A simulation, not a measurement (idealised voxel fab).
The following process module bears the name voxel self aligned vias.
Cross-section cut: width 185 nm, square cells of 5 nm.
Think of the cross-section as a grid of square cells. We describe it in bands, top to bottom, and each band covers one or more rows of those cells. Quick guide to a band line: top height, bottom height (nm) up front; then every material left to right with its width in nm. Only one material and it's marked "all across"? Then it fills the band edge to edge. And "blank" just means empty space. Height 0 is the level under which the wafer as received is all one material. The lowest band goes on downwards, as in "0..down". Quick explanation for "30..40": the width changes in equal steps down the rows of cells, from the first number in the band's top row to the second number in its bottom row. "nothing altered" for a step: no cell of the cross-section changed in that step. Listed in "Closed cavities": every empty space of 8 or more cells without an open way to the top. Form: width x height at distance, the distance being from the left edge, all in nm. Note: text after step settings on the step line = simulator remark on that step. "overlay nm", when on a step's line for a step with a mask, measures how far to the right of its planned place the mask lay; a negative measure means to the left.
[Steps in the process plan]
1) RECEIVE | material Si
2) CONFORMAL_DEP | material SiO2 | thk nm 10
3) CONFORMAL_DEP | material SiCN | thk nm 5
4) DIRECTIONAL_DEP | material SiO2 | thk nm 25
5) MASKED_ETCH | tone open | mask id LINES | width nm 25 | pitch nm 70 | etch materials SiO2 | depth nm 25 | overlay nm 0
6) CONFORMAL_DEP | material TiN | thk nm 5
7) FILL_DEP | material Ru | thk nm 10
8) CMP | height nm 40
9) SELECTIVE_ETCH | etch materials W Ru TiN | depth nm 5
10) FILL_DEP | material SiN | thk nm 10
11) CMP | height nm 40
12) DIRECTIONAL_DEP | material SiO2 | thk nm 20
13) DIRECTIONAL_DEP | material aC | thk nm 10
14) PATTERN | tone open | mask id VIAS | material resist | width nm 45 | thk nm 30 | overlay nm 0
15) DIRECTIONAL_ETCH | etch materials aC | depth nm 10
16) STRIP | etch materials resist
17) DIRECTIONAL_ETCH | etch materials SiO2 | depth nm 20
18) DIRECTIONAL_ETCH | etch materials SiN | depth nm 5
19) STRIP | etch materials aC
20) CONFORMAL_DEP | material TiN | thk nm 5
21) FILL_DEP | material Ru | thk nm 10
22) CMP | height nm 60
23) CONFORMAL_DEP | material SiCN | thk nm 5
[Wafer as received: cross-section following step 1]
	0..down = Si all across
	Closed cavities: none
[Wafer cross-section at end of module: start and plan as shown above, one execution error]
	65..60 = SiCN all across
	60..45 = SiO2 (45), TiN (5), Ru (35), TiN (5), SiO2 (95)
	45..40 = SiO2 (45), TiN (5), Ru (15), TiN (25), SiO2 (95)
	40..35 = SiO2 (45), TiN (25), SiO2 (45), SiN (25), SiO2 (45)
	35..20 = SiO2 (45), TiN (5), Ru (15), TiN (5), SiO2 (45), TiN (5), Ru (15), TiN (5), SiO2 (45)
	20..15 = SiO2 (45), TiN (25), SiO2 (45), TiN (25), SiO2 (45)
	15..10 = SiCN all across
	10..0 = SiO2 all across
	0..down = Si all across
	Closed cavities: none
In executing the process, a mistake was made relative to the plan: step 14 went in with a setting other than planned; the actual run was PATTERN | tone open | mask id VIAS | material resist | width nm 45 | thk nm 30 | overlay nm 10
